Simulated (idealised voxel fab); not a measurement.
Name of the process module below: voxel transistor to metal
Xsec cut, 205 nm wide, square cell size 5 nm.
Cross-sections here: square-cell grids, written as top-down lists of bands, a band being one or more rows of cells. Band: top height; bottom height; in nm. Then, left to right: material with width in nm, for each material. "all across": a single material spanning edge to edge. "air": empty space. Note: height 0 marks the level under which the wafer is uniformly one material as received. Lowest band unbounded below, written "from 0 down". Quick explanation for "30->40": the width changes in equal steps down the rows of cells, from the first number in the band's top row to the second number in its bottom row. Given "stayed the same" for a step, no cell of the cross-section differs between before and after that step. The entry titled "Closed empty spaces" provides the empty spaces that have no open way to the top, restricted to those of 8 cells or more. Each is presented as width x height at distance, the distance being measured from the left edge, with all three in nm. The remark found on a step's line after its settings is issued by the simulator itself and pertains to that step. You can add "overlay nm" to a step's line. For a step with a mask, it describes how far the mask lay to the right of its planned position, and a negative number describes a lay to the left.

STEPS PLANNED FOR THE PROCESS
1) RECEIVE [material Si]
2) CONFORMAL_DEP [material SiO2] [thk nm 5]
3) CONFORMAL_DEP [material SiN] [thk nm 15]
4) MASKED_ETCH [tone cover] [mask id ACTIVE] [width nm 95] [etch materials SiN] [depth nm 15] [overlay nm 0]
5) MASKED_ETCH [tone cover] [mask id ACTIVE] [width nm 95] [etch materials SiO2] [depth nm 5] [overlay nm 0]
6) MASKED_ETCH [tone cover] [mask id ACTIVE] [width nm 95] [etch materials Si] [depth nm 25] [overlay nm 0]
7) FILL_DEP [material SiO2] [thk nm 15]
8) CMP [height nm 20]
9) SELECTIVE_ETCH [etch materials SiO2] [depth nm 15]
10) STRIP [etch materials SiN]
11) SELECTIVE_ETCH [etch materials SiO2] [depth nm 5]
12) OXIDIZE [depth nm 5]
13) DIRECTIONAL_DEP [material polySi] [thk nm 30]
14) DIRECTIONAL_DEP [material SiCN] [thk nm 15]
15) DIRECTIONAL_DEP [material aC] [thk nm 15]
16) PATTERN [tone cover] [mask id GATE] [material resist] [width nm 15] [thk nm 35] [overlay nm 0]
17) DIRECTIONAL_ETCH [etch materials aC] [depth nm 15]
18) STRIP [etch materials resist]
19) DIRECTIONAL_ETCH [etch materials SiCN] [depth nm 25]
20) DIRECTIONAL_ETCH [etch materials polySi] [depth nm 40]
21) STRIP [etch materials aC]
22) CONFORMAL_DEP [material SiN] [thk nm 5]
23) DIRECTIONAL_ETCH [etch materials SiN] [depth nm 5]
24) DIRECTIONAL_ETCH [etch materials SiO2] [depth nm 5]
25) DIRECTIONAL_ETCH [etch materials Si] [depth nm 15]
26) EPI [material pSi] [thk nm 20]
27) FILL_DEP [material SiO2] [thk nm 5]
28) CMP [height nm 45]
29) DIRECTIONAL_DEP [material SiO2] [thk nm 15]
30) PATTERN [tone open] [mask id CONTACT] [material resist] [width nm 20] [pitch nm 65] [thk nm 15] [overlay nm 0]
31) DIRECTIONAL_ETCH [etch materials SiO2] [depth nm 60]
32) STRIP [etch materials resist]
33) CONFORMAL_DEP [material TiN] [thk nm 5]
34) FILL_DEP [material W] [thk nm 10]
35) CMP [height nm 60]
36) CONFORMAL_DEP [material SiCN] [thk nm 5]
37) DIRECTIONAL_DEP [material lowk] [thk nm 20]
38) MASKED_ETCH [tone open] [mask id METAL_1] [width nm 20] [pitch nm 65] [etch materials lowk] [depth nm 20] [overlay nm 0]
39) MASKED_ETCH [tone open] [mask id METAL_1] [width nm 20] [pitch nm 65] [etch materials SiCN] [depth nm 5] [overlay nm 0]
40) CONFORMAL_DEP [material TiN] [thk nm 5]
41) FILL_DEP [material Cu] [thk nm 5]
42) CMP [height nm 85]
43) CONFORMAL_DEP [material SiCN] [thk nm 5]
44) DIRECTIONAL_DEP [material SiO2] [thk nm 30]
45) PATTERN [tone open] [mask id METAL_2_HOLES] [material resist] [width nm 15] [pitch nm 65] [thk nm 15] [overlay nm 0]
46) DIRECTIONAL_ETCH [etch materials SiO2] [depth nm 30]
47) STRIP [etch materials resist]
48) MASKED_ETCH [tone open] [mask id METAL_2] [width nm 20] [pitch nm 65] [etch materials SiO2] [depth nm 15] [overlay nm 0]
49) MASKED_ETCH [tone open] [mask id METAL_2] [width nm 15] [pitch nm 65] [etch materials SiCN] [depth nm 5] [overlay nm 0]
50) CONFORMAL_DEP [material TiN] [thk nm 5]
51) FILL_DEP [material Cu] [thk nm 10]
52) CMP [height nm 120]
53) CONFORMAL_DEP [material SiCN] [thk nm 5]
All wafers enter the flow in the same state. The width nm at step 49 differs from wafer to wafer, and the plan gives the value for the first wafer.

CROSS-SECTION: THE FIRST OF SEVERAL WAFERS IN ITS AS-RECEIVED STATE, I.E. FOLLOWING STEP 1
> from 0 down: Si all across
> Closed empty spaces: none

DEPICTED HERE IS THE FIRST OF SEVERAL WAFERS IN CROSS-SECTION, AT MODULE COMPLETION FOLLOWING THE LAST STEP, STEP 53
> from 125 to 120: SiCN all across
> from 120 to 110: SiO2=60; TiN=5; Cu=10; TiN=5; SiO2=45; TiN=5; Cu=10; TiN=5; SiO2=60
> from 110 to 105: SiO2=60; TiN=5; Cu=5; TiN=10; SiO2=45; TiN=5; Cu=5; TiN=10; SiO2=60
> from 105 to 95: SiO2=60; TiN=5; Cu=5; TiN=5; SiO2=50; TiN=5; Cu=5; TiN=5; SiO2=65
> from 95 to 90: SiO2=60; TiN=15; SiO2=50; TiN=15; SiO2=65
> from 90 to 85: SiCN=65; TiN=10; SiCN=55; TiN=10; SiCN=65
> from 85 to 65: lowk=60; TiN=5; Cu=10; TiN=5; lowk=45; TiN=5; Cu=10; TiN=5; lowk=60
> from 65 to 60: SiCN=60; TiN=20; SiCN=45; TiN=20; SiCN=60
> from 60 to 45: SiO2=60; TiN=5; W=10; TiN=5; SiO2=45; TiN=5; W=10; TiN=5; SiO2=60
> from 45 to 30: SiO2=60; TiN=5; W=10; TiN=5; SiO2=10; SiN=5; SiCN=15; SiN=5; SiO2=10; TiN=5; W=10; TiN=5; SiO2=60
> from 30 to 20: SiO2=60; TiN=5; W=10; TiN=5; SiO2=10; SiN=5; polySi=15; SiN=5; SiO2=10; TiN=5; W=10; TiN=5; SiO2=60
> from 20 to 15: SiO2=60; TiN=20; SiO2=10; SiN=5; polySi=15; SiN=5; SiO2=10; TiN=20; SiO2=60
> from 15 to 0: SiO2=60; TiN=10; pSi=20; SiN=5; polySi=15; SiN=5; pSi=20; TiN=10; SiO2=60
> from 0 to -5: SiO2=50; pSi=40; SiO2=25; pSi=40; SiO2=50
> from -5 to -20: SiO2=55; pSi=35; Si=25; pSi=35; SiO2=55
> from -20 to -25: SiO2=55; Si=95; SiO2=55
> from -25 down: Si all across
> Closed empty spaces: none

WAFER CROSS-SECTION (LAST WAFER, MODULE END)
> from 125 to 120: SiCN all across
> from 120 to 110: SiO2=60; TiN=5; Cu=10; TiN=5; SiO2=45; TiN=5; Cu=10; TiN=5; SiO2=60
> from 110 to 105: SiO2=60; TiN=5; Cu=5; TiN=10; SiO2=45; TiN=5; Cu=5; TiN=10; SiO2=60
> from 105 to 90: SiO2=60; TiN=5; Cu=5; TiN=5; SiO2=50; TiN=5; Cu=5; TiN=5; SiO2=65
> from 90 to 85: SiCN=60; TiN=15; SiCN=50; TiN=15; SiCN=65
> from 85 to 65: lowk=60; TiN=5; Cu=10; TiN=5; lowk=45; TiN=5; Cu=10; TiN=5; lowk=60
> from 65 to 60: SiCN=60; TiN=20; SiCN=45; TiN=20; SiCN=60
> from 60 to 45: SiO2=60; TiN=5; W=10; TiN=5; SiO2=45; TiN=5; W=10; TiN=5; SiO2=60
> from 45 to 30: SiO2=60; TiN=5; W=10; TiN=5; SiO2=10; SiN=5; SiCN=15; SiN=5; SiO2=10; TiN=5; W=10; TiN=5; SiO2=60
> from 30 to 20: SiO2=60; TiN=5; W=10; TiN=5; SiO2=10; SiN=5; polySi=15; SiN=5; SiO2=10; TiN=5; W=10; TiN=5; SiO2=60
> from 20 to 15: SiO2=60; TiN=20; SiO2=10; SiN=5; polySi=15; SiN=5; SiO2=10; TiN=20; SiO2=60
> from 15 to 0: SiO2=60; TiN=10; pSi=20; SiN=5; polySi=15; SiN=5; pSi=20; TiN=10; SiO2=60
> from 0 to -5: SiO2=50; pSi=40; SiO2=25; pSi=40; SiO2=50
> from -5 to -20: SiO2=55; pSi=35; Si=25; pSi=35; SiO2=55
> from -20 to -25: SiO2=55; Si=95; SiO2=55
> from -25 down: Si all across
> Closed empty spaces: none

TABULATED BELOW, WAFER BY WAFER, ARE THE END-OF-MODULE RESULTS: FOR EACH MATERIAL, THE NUMBER OF CELLS GAINED (+) OR LOST (-) RELATIVE TO THE AS-RECEIVED STATE, FOLLOWED BY THE CLOSED VOIDS
width nm 15; +30 Cu; -171 Si; +120 SiCN; +18 SiN; +656 SiO2; +108 TiN; +32 W; +132 lowk; +82 pSi; +18 polySi; Closed empty spaces: none
width nm 20; +32 Cu; -171 Si; +118 SiCN; +18 SiN; +656 SiO2; +108 TiN; +32 W; +132 lowk; +82 pSi; +18 polySi; Closed empty spaces: none
width nm 25; +32 Cu; -171 Si; +118 SiCN; +18 SiN; +656 SiO2; +108 TiN; +32 W; +132 lowk; +82 pSi; +18 polySi; Closed empty spaces: none
width nm 30; +32 Cu; -171 Si; +118 SiCN; +18 SiN; +656 SiO2; +108 TiN; +32 W; +132 lowk; +82 pSi; +18 polySi; Closed empty spaces: none
width nm 35; +32 Cu; -171 Si; +118 SiCN; +18 SiN; +656 SiO2; +108 TiN; +32 W; +132 lowk; +82 pSi; +18 polySi; Closed empty spaces: none
